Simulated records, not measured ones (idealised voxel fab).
process module | voxel air gaps
cross-section cut | 185 nm wide | cells 5 nm
A cross-section is a grid of square cells, given in bands from the top down. A band is one or more rows of cells.
Each band's line starts with the height of the band's top and of its bottom, in nm. Then come its materials from left to right, each with its width in nm. One material with "throughout" fills the band from edge to edge. "air" is empty space.
Height 0 is the level under which the wafer as received is all one material. The lowest band goes on downwards, as in "0 down".
A width such as "30 to 40" changes by the same amount from each row of cells to the next, from the band's top row to its bottom row.
"no change" after a step means that no cell of the cross-section changed.
closed voids: empty space of 8 cells or more with no open way to the top, each as width x height at its distance from the left edge, in nm
after a step's settings: what the simulator itself notes on the step
overlay nm, on a step with a mask: how far to the right of its planned place the mask lay; to the left if negative
plan
1 op RECEIVE | material Si
2 op CONFORMAL_DEP | material SiO2 | thk nm 10
3 op CONFORMAL_DEP | material SiN | thk nm 5
4 op DIRECTIONAL_DEP | material lowk | thk nm 40
5 op PATTERN | tone open | mask id LINES | material resist | width nm 15 | pitch nm 40 | thk nm 15 | overlay nm 0
6 op DIRECTIONAL_ETCH | etch materials lowk | depth nm 40
7 op STRIP | etch materials resist
8 op CONFORMAL_DEP | material TiN | thk nm 5
9 op FILL_DEP | material Ru | thk nm 10
10 op CMP | height nm 55
11 op EPI | material Ru | thk nm 10
12 op SELECTIVE_ETCH | etch materials lowk | depth nm 50
13 op CONFORMAL_DEP | material SiCN | thk nm 5
as received, after step 1
  0 down: Si throughout
  closed voids: none
first wafer at the end, as planned
  70 to 65: air 30 | SiCN 125 | air 30
  65 to 55: air 30 | SiCN 5 | Ru 35 | SiCN 5 | Ru 35 | SiCN 5 | Ru 35 | SiCN 5 | air 30
  55 to 50: air 30 | SiCN 15 | TiN 5 | Ru 5 | TiN 5 | SiCN 25 | TiN 5 | Ru 5 | TiN 5 | SiCN 25 | TiN 5 | Ru 5 | TiN 5 | SiCN 15 | air 30
  50 to 20: air 40 | SiCN 5 | TiN 5 | Ru 5 | TiN 5 | SiCN 5 | air 15 | SiCN 5 | TiN 5 | Ru 5 | TiN 5 | SiCN 5 | air 15 | SiCN 5 | TiN 5 | Ru 5 | TiN 5 | SiCN 5 | air 40
  20 to 15: SiCN 45 | TiN 15 | SiCN 25 | TiN 15 | SiCN 25 | TiN 15 | SiCN 45
  15 to 10: SiN throughout
  10 to 0: SiO2 throughout
  0 down: Si throughout
  closed voids: 15 x 30 at 65; 15 x 30 at 105
second wafer at the end: like start, like plan, one mistake
  70 to 65: SiCN throughout
  65 to 55: Ru throughout
  55 to 20: Ru 40 | TiN 5 | lowk 15 | TiN 5 | Ru 15 | TiN 5 | lowk 15 | TiN 5 | Ru 15 | TiN 5 | lowk 15 | TiN 5 | Ru 40
  20 to 15: TiN 45 | lowk 15 | TiN 25 | lowk 15 | TiN 25 | lowk 15 | TiN 45
  15 to 10: SiN throughout
  10 to 0: SiO2 throughout
  0 down: Si throughout
  closed voids: none
what went wrong: step 5 ran as: op PATTERN | tone cover | mask id LINES | material resist | width nm 15 | pitch nm 40 | thk nm 15 | overlay nm 0
at the end the second wafer has, in cells: 165 more of Ru | 76 fewer of SiCN | 19 more of TiN | 72 more of lowk
closed voids at the end (first wafer, second wafer): 2, 0
